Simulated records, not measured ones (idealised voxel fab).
voxel capacitor over wiring: a process module
Each square cell in cross-section cut measures 5 nm, and the section as a whole is 205 nm wide.
Cross-section layout: square cells on a grid; listed as bands, top to bottom; a band spans one or more cell rows. Heads up on the band format: heights come first, top then bottom, in nm. After that it's the materials left to right, each with its width in nm. A single material flagged "everywhere" fills the whole band edge to edge, and "empty" means there's empty space there. Beneath 0, the wafer as received is one material, and that level is where height counting begins. The lowest band goes on downward without a bottom; it is written like "0 nm and below". Note: "30 to 40" means the width goes from the first number (top row of the band) to the second number (bottom row) in equal steps per row of cells. "no modification" -> step changed no cross-section cell. Entry "Enclosed internal cavities" = empty spaces >= 8 cells with no open way to the top; each as width x height at distance, distance from left edge, all nm. Heads up: the bit after the settings on a step's line is the simulator's remark on that step. The optional step-line setting "overlay nm" applies to steps with a mask and quantifies how far to the right of its planned location the mask lay, a negative value indicating leftward placement.
**The process steps that were planned are listed below**
| 1 | RECEIVE | material Si |
| 2 | CONFORMAL_DEP | material SiO2 | thk nm 10 |
| 3 | CONFORMAL_DEP | material SiCN | thk nm 5 |
| 4 | DIRECTIONAL_DEP | material lowk | thk nm 15 |
| 5 | PATTERN | tone open | mask id METAL_1 | material resist | width nm 25 | pitch nm 95 | thk nm 15 | overlay nm 0 |
| 6 | DIRECTIONAL_ETCH | etch materials lowk | depth nm 15 |
| 7 | DIRECTIONAL_ETCH | etch materials SiCN | depth nm 5 |
| 8 | STRIP | etch materials resist |
| 9 | CONFORMAL_DEP | material TiN | thk nm 5 |
| 10 | FILL_DEP | material Cu | thk nm 5 |
| 11 | CMP | height nm 30 |
| 12 | EPI | material Ru | thk nm 5 |
| 13 | FILL_DEP | material SiCN | thk nm 5 |
| 14 | DIRECTIONAL_DEP | material lowk | thk nm 15 |
| 15 | DIRECTIONAL_DEP | material aC | thk nm 5 |
| 16 | PATTERN | tone open | mask id PLUG_1 | material resist | width nm 15 | thk nm 35 | overlay nm 0 |
| 17 | DIRECTIONAL_ETCH | etch materials aC | depth nm 15 |
| 18 | STRIP | etch materials resist |
| 19 | DIRECTIONAL_ETCH | etch materials lowk | depth nm 15 |
| 20 | DIRECTIONAL_ETCH | etch materials SiCN | depth nm 5 |
| 21 | STRIP | etch materials aC |
| 22 | EPI | material Ru | thk nm 10 |
| 23 | EPI | material Ru | thk nm 10 |
| 24 | DIRECTIONAL_DEP | material TiN | thk nm 10 |
| 25 | DIRECTIONAL_DEP | material Al2O3 | thk nm 5 |
| 26 | DIRECTIONAL_DEP | material TiN | thk nm 5 |
| 27 | MASKED_ETCH | tone cover | mask id UPPER_PLATE | width nm 75 | etch materials TiN | depth nm 5 | overlay nm 0 |
| 28 | MASKED_ETCH | tone cover | mask id UPPER_PLATE | width nm 75 | etch materials Al2O3 | depth nm 5 | overlay nm 0 |
| 29 | PATTERN | tone cover | mask id LOWER_PLATE | material resist | width nm 85 | thk nm 20 | overlay nm 0 |
| 30 | DIRECTIONAL_ETCH | etch materials TiN | depth nm 10 |
| 31 | STRIP | etch materials resist |
| 32 | FILL_DEP | material SiO2 | thk nm 20 |
| 33 | CMP | height nm 90 |
| 34 | DIRECTIONAL_DEP | material aC | thk nm 10 |
| 35 | PATTERN | tone open | mask id PLUG_2 | material resist | width nm 15 | thk nm 30 | overlay nm 0 |
| 36 | DIRECTIONAL_ETCH | etch materials aC | depth nm 10 |
| 37 | STRIP | etch materials resist |
| 38 | DIRECTIONAL_ETCH | etch materials SiO2 | depth nm 15 |
| 39 | STRIP | etch materials aC |
| 40 | CONFORMAL_DEP | material TiN | thk nm 5 |
| 41 | FILL_DEP | material Ru | thk nm 5 |
| 42 | CMP | height nm 90 |
| 43 | CONFORMAL_DEP | material SiN | thk nm 5 |
Split variable: thk nm, step 15. Plan value = first wafer. Wafers start alike.
**First of several wafers, received after step 1, in cross-section**
  0 nm and below  Si everywhere
  Enclosed internal cavities: none
**Where each wafer stands at the end of the module, a row apiece: cells of each material gained (+) or lost (-) since it was received, then closed voids**
thk nm 5 | +15 Al2O3 | +18 Cu | +28 Ru | +96 SiCN | +41 SiN | +296 SiO2 | +78 TiN | +207 lowk | Enclosed internal cavities: none
thk nm 10 | +15 Al2O3 | +18 Cu | +28 Ru | +96 SiCN | +41 SiN | +296 SiO2 | +78 TiN | +207 lowk | Enclosed internal cavities: none
thk nm 15 | +15 Al2O3 | +18 Cu | +28 Ru | +96 SiCN | +41 SiN | +296 SiO2 | +78 TiN | +207 lowk | Enclosed internal cavities: none
thk nm 20 | +15 Al2O3 | +18 Cu | +16 Ru | +99 SiCN | +41 SiN | +296 SiO2 | +78 TiN | +216 lowk | Enclosed internal cavities: none
thk nm 25 | +15 Al2O3 | +18 Cu | +16 Ru | +99 SiCN | +41 SiN | +296 SiO2 | +78 TiN | +216 lowk | Enclosed internal cavities: none
thk nm 30 | +15 Al2O3 | +18 Cu | +16 Ru | +99 SiCN | +41 SiN | +296 SiO2 | +78 TiN | +216 lowk | Enclosed internal cavities: none
